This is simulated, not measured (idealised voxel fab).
process module | voxel double patterning
cross-section cut | 235 nm wide | cells 5 nm
A cross-section is a grid of square cells, given in bands from the top down. A band is one or more rows of cells.
Each band's line starts with the height of the band's top and of its bottom, in nm. Then come its materials from left to right, each with its width in nm. One material with "throughout" fills the band from edge to edge. "air" is empty space.
Height 0 is the level under which the wafer as received is all one material. The lowest band goes on downwards, as in "0 down".
A width such as "30 to 40" changes by the same amount from each row of cells to the next, from the band's top row to its bottom row.
"no change" after a step means that no cell of the cross-section changed.
closed voids: empty space of 8 cells or more with no open way to the top, each as width x height at its distance from the left edge, in nm
after a step's settings: what the simulator itself notes on the step
overlay nm, on a step with a mask: how far to the right of its planned place the mask lay; to the left if negative
plan
1 op RECEIVE | material Si
2 op CONFORMAL_DEP | material SiN | thk nm 5
3 op DIRECTIONAL_DEP | material SiO2 | thk nm 15
4 op DIRECTIONAL_DEP | material SiCN | thk nm 10
5 op PATTERN | tone open | mask id FIRST | material resist | width nm 15 | pitch nm 50 | thk nm 15 | overlay nm 0
6 op DIRECTIONAL_ETCH | etch materials SiCN | depth nm 10
7 op STRIP | etch materials resist
8 op MASKED_ETCH | tone open | mask id SECOND | width nm 15 | etch materials SiCN | depth nm 10 | overlay nm 0
9 op DIRECTIONAL_ETCH | etch materials SiO2 | depth nm 15
10 op STRIP | etch materials SiCN
as received, after step 1
  0 down: Si throughout
  closed voids: none
first wafer at the end, as planned
  20 to 5: SiO2 85 | air 15 | SiO2 10 | air 15 | SiO2 10 | air 15 | SiO2 85
  5 to 0: SiN throughout
  0 down: Si throughout
  closed voids: none
second wafer at the end: like start, like plan, one mistake
  20 to 5: air 110 | SiO2 15 | air 110
  5 to 0: SiN throughout
  0 down: Si throughout
  closed voids: none
what went wrong: step 8 ran as: op MASKED_ETCH | tone cover | mask id SECOND | width nm 15 | etch materials SiCN | depth nm 10 | overlay nm 0
at the end the second wafer has, in cells: 105 fewer of SiO2
